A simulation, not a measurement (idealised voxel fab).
Process module heading - voxel released beams
Square cell edge 5 nm, section width 220 nm, ID cut.
Reading order for cross-sections: top band down to bottom band. Underlying form: a grid of square cells. Band size: one or more rows of cells.
Read a band's entry like this: the first values are the height of its top and the height of its bottom in nm, and what follows is the sequence of materials from left to right, each with its width in nm. Note that "air" is empty space, and that a single material marked "all across" reaches across the band from edge to edge.
Convention: height 0 is the level below which the wafer, as received, is all one material. The lowest band does not terminate at the bottom but continues downward, represented as "0 and below".
Read "30 to 40" as a graded width: first number on top, second number at the bottom, same change between each pair of neighbouring rows.
Given "everything unchanged" for a step, no cell of the cross-section differs between before and after that step.
The entry titled "Sealed internal cavities" provides the empty spaces that have no open way to the top, restricted to those of 8 cells or more. Each is presented as width x height at distance, the distance being measured from the left edge, with all three in nm.
Step line, after settings: the simulator's comment on this step.
If you see "overlay nm" on a step's line and that step has a mask, it's telling you how far right of where it was planned the mask ended up; a negative number means it went left instead.

Process steps foreseen in the plan:
1: RECEIVE,material Si
2: CONFORMAL_DEP,material Al2O3,thk nm 10
3: DIRECTIONAL_DEP,material SiO2,thk nm 10
4: DIRECTIONAL_DEP,material aC,thk nm 15
5: PATTERN,tone open,mask id ANCHOR,material resist,width nm 35,thk nm 30,overlay nm 0
6: DIRECTIONAL_ETCH,etch materials aC,depth nm 15
7: STRIP,etch materials resist
8: DIRECTIONAL_ETCH,etch materials SiO2,depth nm 10
9: STRIP,etch materials aC
10: CONFORMAL_DEP,material W,thk nm 10
11: MASKED_ETCH,tone cover,mask id BEAM,width nm 110,etch materials W,depth nm 10,overlay nm 0
12: STRIP,etch materials SiO2

Cross-section: wafer on arrival = after step 1:
0 and below | Si all across
Sealed internal cavities: none

Wafer cross-section at end of module: start and plan as shown above, one execution error:
20 down to 10 | air 50 nm  W 15 nm  air 15 nm  W 80 nm  air 60 nm
10 down to 0 | air 55 nm  W 35 nm  air 130 nm
0 and below | Si all across
Sealed internal cavities: none
Want to know what went wrong? plan step 2: skipped, not run
